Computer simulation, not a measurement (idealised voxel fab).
process module | voxel double patterning
cross-section cut | 150 nm wide | cells 5 nm
A cross-section is a grid of square cells, given in bands from the top down. A band is one or more rows of cells.
Each band's line starts with the height of the band's top and of its bottom, in nm. Then come its materials from left to right, each with its width in nm. One material with "throughout" fills the band from edge to edge. "air" is empty space.
Height 0 is the level under which the wafer as received is all one material. The lowest band goes on downwards, as in "0 down".
A width such as "30 to 40" changes by the same amount from each row of cells to the next, from the band's top row to its bottom row.
"no change" after a step means that no cell of the cross-section changed.
closed voids: empty space of 8 cells or more with no open way to the top, each as width x height at its distance from the left edge, in nm
after a step's settings: what the simulator itself notes on the step
overlay nm, on a step with a mask: how far to the right of its planned place the mask lay; to the left if negative
plan
1 op RECEIVE | material Si
2 op CONFORMAL_DEP | material SiN | thk nm 5
3 op DIRECTIONAL_DEP | material SiO2 | thk nm 20
4 op DIRECTIONAL_DEP | material SiCN | thk nm 5
5 op DIRECTIONAL_DEP | material aC | thk nm 10
6 op PATTERN | tone open | mask id FIRST | material resist | width nm 15 | pitch nm 50 | thk nm 25 | overlay nm 0
7 op DIRECTIONAL_ETCH | etch materials aC | depth nm 10
8 op STRIP | etch materials resist
9 op DIRECTIONAL_ETCH | etch materials SiCN | depth nm 5
10 op STRIP | etch materials aC
11 op PATTERN | tone open | mask id SECOND | material resist | width nm 15 | pitch nm 50 | thk nm 15 | overlay nm 0
12 op DIRECTIONAL_ETCH | etch materials SiCN | depth nm 5
13 op STRIP | etch materials resist
14 op DIRECTIONAL_ETCH | etch materials SiO2 | depth nm 20
15 op STRIP | etch materials SiCN
as received, after step 1
  0 down: Si throughout
  closed voids: none
a wafer at the end: this start, this plan, one mistake
  25 to 5: SiO2 15 | air 15 | SiO2 10 | air 15 | SiO2 10 | air 15 | SiO2 10 | air 15 | SiO2 10 | air 15 | SiO2 20
  5 to 0: aC throughout
  0 down: Si throughout
  closed voids: none
what went wrong: step 2 ran as: op CONFORMAL_DEP | material aC | thk nm 5
